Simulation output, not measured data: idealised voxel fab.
process module | voxel self aligned vias
225 nm wide, 5 nm square cells: that's cross-section cut.
Throughout this document, each cross-section is represented as a grid of square cells and is presented as a sequence of bands enumerated from the top downward, where a band comprises one or more rows of cells. The band entry comprises the height of the band's top followed by the height of its bottom, expressed in nm, and subsequently the band's materials from left to right, each stated together with its width in nm. Where a single material is marked with the word "edge to edge", that material fills the band from edge to edge. The word "empty" represents empty space. Counting heights begins at 0, where everything beneath is, in the wafer as received, one material. The lowest band has no bottom; it goes on downwards, as "0 down" shows. Read "30 to 40" as a graded width: first number on top, second number at the bottom, same change between each pair of neighbouring rows. Where the words "remained unchanged" appear for a step, the cross-section shows no cell changed by that step; every cell remained as before. If an empty space has no open way to the top and is at least 8 cells in size, "Cavities, sealed" lists it, written width x height at distance, where distance is measured from the left edge and every value is in nm. Formally, on a step line, whatever follows the settings is a remark that the simulator itself makes on the step. The setting "overlay nm" may be written on the line of a step. When the step uses a mask, the value reports how far to the right of the planned place the mask lay, and a negative value reports that it lay to the left.

Here's what the planned process steps look like
1,RECEIVE [material Si]
2,CONFORMAL_DEP [material SiO2] [thk nm 15]
3,CONFORMAL_DEP [material SiCN] [thk nm 5]
4,DIRECTIONAL_DEP [material lowk] [thk nm 25]
5,DIRECTIONAL_DEP [material aC] [thk nm 10]
6,PATTERN [tone open] [mask id LINES] [material resist] [width nm 20] [pitch nm 65] [thk nm 25] [overlay nm 0]
7,DIRECTIONAL_ETCH [etch materials aC] [depth nm 10]
8,STRIP [etch materials resist]
9,DIRECTIONAL_ETCH [etch materials lowk] [depth nm 25]
10,STRIP [etch materials aC]
11,CONFORMAL_DEP [material TiN] [thk nm 5]
12,FILL_DEP [material Ru] [thk nm 10]
13,CMP [height nm 45]
14,SELECTIVE_ETCH [etch materials W Ru TiN] [depth nm 5]
15,FILL_DEP [material SiN] [thk nm 10]
16,CMP [height nm 45]
17,DIRECTIONAL_DEP [material lowk] [thk nm 15]
18,DIRECTIONAL_DEP [material aC] [thk nm 15]
19,PATTERN [tone open] [mask id VIAS] [material resist] [width nm 40] [pitch nm 130] [thk nm 30] [overlay nm -10]
20,DIRECTIONAL_ETCH [etch materials aC] [depth nm 15]
21,STRIP [etch materials resist]
22,DIRECTIONAL_ETCH [etch materials lowk] [depth nm 15]
23,DIRECTIONAL_ETCH [etch materials SiN] [depth nm 5]
24,STRIP [etch materials aC]
25,CONFORMAL_DEP [material TiN] [thk nm 5]
26,FILL_DEP [material Cu] [thk nm 5]
27,CMP [height nm 60]
28,CONFORMAL_DEP [material SiN] [thk nm 5]
Don't read the plan's overlay nm for step 19 as applying to every wafer: that's the first wafer's value, and the wafers differ in it, though they all start identical.

The first of several wafers, as received after step 1, seen in section
- 0 down: Si edge to edge
- Cavities, sealed: none

So in this table every wafer gets its own row, and what you see is where it stands at the end of the module: for each material, how many cells it picked up (+) or gave up (-) since we received it, and after that its closed voids
overlay nm -10 | +28 Cu | +18 Ru | +45 SiCN | +49 SiN | +135 SiO2 | +58 TiN | +252 lowk | Cavities, sealed: none
overlay nm -5 | +28 Cu | +18 Ru | +45 SiCN | +49 SiN | +135 SiO2 | +58 TiN | +252 lowk | Cavities, sealed: none
overlay nm 0 | +28 Cu | +18 Ru | +45 SiCN | +49 SiN | +135 SiO2 | +58 TiN | +252 lowk | Cavities, sealed: none
overlay nm 5 | +28 Cu | +18 Ru | +45 SiCN | +49 SiN | +135 SiO2 | +58 TiN | +252 lowk | Cavities, sealed: none
overlay nm 10 | +28 Cu | +18 Ru | +45 SiCN | +49 SiN | +135 SiO2 | +58 TiN | +252 lowk | Cavities, sealed: none
overlay nm 15 | +26 Cu | +18 Ru | +45 SiCN | +51 SiN | +135 SiO2 | +58 TiN | +252 lowk | Cavities, sealed: none
